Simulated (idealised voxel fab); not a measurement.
The process module presented herein is designated voxel quadruple lines.
The width of the displayed cross-section, cut, is 220 nm; its cells are square, with a size of 5 nm.
Notation: cross-section as square-cell grid; stated in bands, top first, going down; one or more cell rows per band. Each band's line starts with the height of the band's top and of its bottom, in nm. Then come its materials from left to right, each with its width in nm. One material with "full width" fills the band from edge to edge. "blank" is empty space. The reference from which all heights are counted is 0, the level beneath which the as-received wafer is entirely one material; the lowest band, having no lower bound, proceeds downward and is written after the example "from 0 down". The notation "30 to 40" denotes a width that varies across the rows of cells in the band, beginning at the first number in the top row, finishing at the second number in the bottom row, and changing by an identical amount from each row to the next. The designation "no modification", where it is given for a processing step, indicates that no cell of the cross-section was altered in the course of that step. You'll see "Voids, enclosed" listing empty spaces that have no way open to the top, as long as they're 8 cells or more; the notation is width x height at distance, where the distance is from the left edge, and all of it is in nm. It should be noted that, on the line of a given step, the content following the step's settings is a remark produced by the simulator itself with respect to that step. overlay nm: where the mask lay relative to plan, measured to the right, on steps with a mask; negatives go left.

### Planned step list for the process
| 1 | RECEIVE (material Si) |
| 2 | CONFORMAL_DEP (material SiO2; thk nm 5) |
| 3 | DIRECTIONAL_DEP (material Ru; thk nm 10) |
| 4 | DIRECTIONAL_DEP (material polySi; thk nm 20) |
| 5 | DIRECTIONAL_DEP (material aC; thk nm 20) |
| 6 | PATTERN (tone cover; mask id MANDREL; material resist; width nm 20; pitch nm 60; thk nm 30; overlay nm 0) |
| 7 | DIRECTIONAL_ETCH (etch materials aC; depth nm 20) |
| 8 | STRIP (etch materials resist) |
| 9 | CONFORMAL_DEP (material SiO2; thk nm 10) |
| 10 | DIRECTIONAL_ETCH (etch materials SiO2; depth nm 10) |
| 11 | STRIP (etch materials aC) |
| 12 | DIRECTIONAL_ETCH (etch materials polySi; depth nm 20) |
| 13 | STRIP (etch materials SiO2) |
| 14 | CONFORMAL_DEP (material SiCN; thk nm 5) |
| 15 | DIRECTIONAL_ETCH (etch materials SiCN; depth nm 5) |
| 16 | STRIP (etch materials polySi) |
| 17 | DIRECTIONAL_ETCH (etch materials Ru; depth nm 10) |
| 18 | STRIP (etch materials SiCN) |
| 19 | FILL_DEP (material lowk; thk nm 10) |
| 20 | CMP (height nm 15) |

### Delivered wafer in cross-section: state after step 1
    from 0 down  Si full width
    Voids, enclosed: none

### a wafer at the end: this start, this plan, one mistake
    from 15 to 5  45 of lowk; 5 of Ru; 10 of lowk; 5 of Ru; 10 of lowk; 5 of Ru; 10 of lowk; 5 of Ru; 10 of lowk; 5 of Ru; 10 of lowk; 5 of Ru; 10 of lowk; 5 of Ru; 10 of lowk; 5 of Ru; 65 of lowk
    from 5 to 0  SiO2 full width
    from 0 down  Si full width
    Voids, enclosed: none
Against the plan, the run slipped here: for step 6, the planned setting was not used; the step was instead run as PATTERN (tone cover; mask id MANDREL; material resist; width nm 20; pitch nm 60; thk nm 30; overlay nm -10)
